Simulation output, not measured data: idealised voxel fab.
process module | voxel ribs on slabs
cross-section cut | 150 nm wide | cells 5 nm
A cross-section is a grid of square cells, given in bands from the top down. A band is one or more rows of cells.
Each band's line starts with the height of the band's top and of its bottom, in nm. Then come its materials from left to right, each with its width in nm. One material with "throughout" fills the band from edge to edge. "air" is empty space.
Height 0 is the level under which the wafer as received is all one material. The lowest band goes on downwards, as in "0 down".
A width such as "30 to 40" changes by the same amount from each row of cells to the next, from the band's top row to its bottom row.
"no change" after a step means that no cell of the cross-section changed.
closed voids: empty space of 8 cells or more with no open way to the top, each as width x height at its distance from the left edge, in nm
after a step's settings: what the simulator itself notes on the step
overlay nm, on a step with a mask: how far to the right of its planned place the mask lay; to the left if negative
plan
1 op RECEIVE | material Si
2 op DIRECTIONAL_DEP | material SiO2 | thk nm 30
3 op DIRECTIONAL_DEP | material SiN | thk nm 15
4 op MASKED_ETCH | tone cover | mask id RIB | width nm 30 | etch materials SiN | depth nm 5 | overlay nm 0
5 op PATTERN | tone cover | mask id SLAB | material resist | width nm 60 | thk nm 20 | overlay nm 0
6 op DIRECTIONAL_ETCH | etch materials SiN | depth nm 10
7 op STRIP | etch materials resist
8 op FILL_DEP | material SiO2 | thk nm 20
9 op CMP | height nm 55
10 op DIRECTIONAL_DEP | material TiN | thk nm 10
11 op MASKED_ETCH | tone cover | mask id HEATER | width nm 40 | etch materials TiN | depth nm 10 | overlay nm 0
12 op CONFORMAL_DEP | material SiO2 | thk nm 5
as received, after step 1
  0 down: Si throughout
  closed voids: none
a wafer at the end: this start, this plan, one mistake
  70 to 65: air 50 | SiO2 50 | air 50
  65 to 60: air 50 | SiO2 5 | TiN 40 | SiO2 5 | air 50
  60 to 55: SiO2 55 | TiN 40 | SiO2 55
  55 to 40: SiO2 throughout
  40 to 35: SiN 45 | SiO2 60 | SiN 45
  35 to 30: SiN 45 | SiO2 15 | SiN 30 | SiO2 15 | SiN 45
  30 to 0: SiO2 throughout
  0 down: Si throughout
  closed voids: none
what went wrong: step 5 ran as: op PATTERN | tone open | mask id SLAB | material resist | width nm 60 | thk nm 20 | overlay nm 0
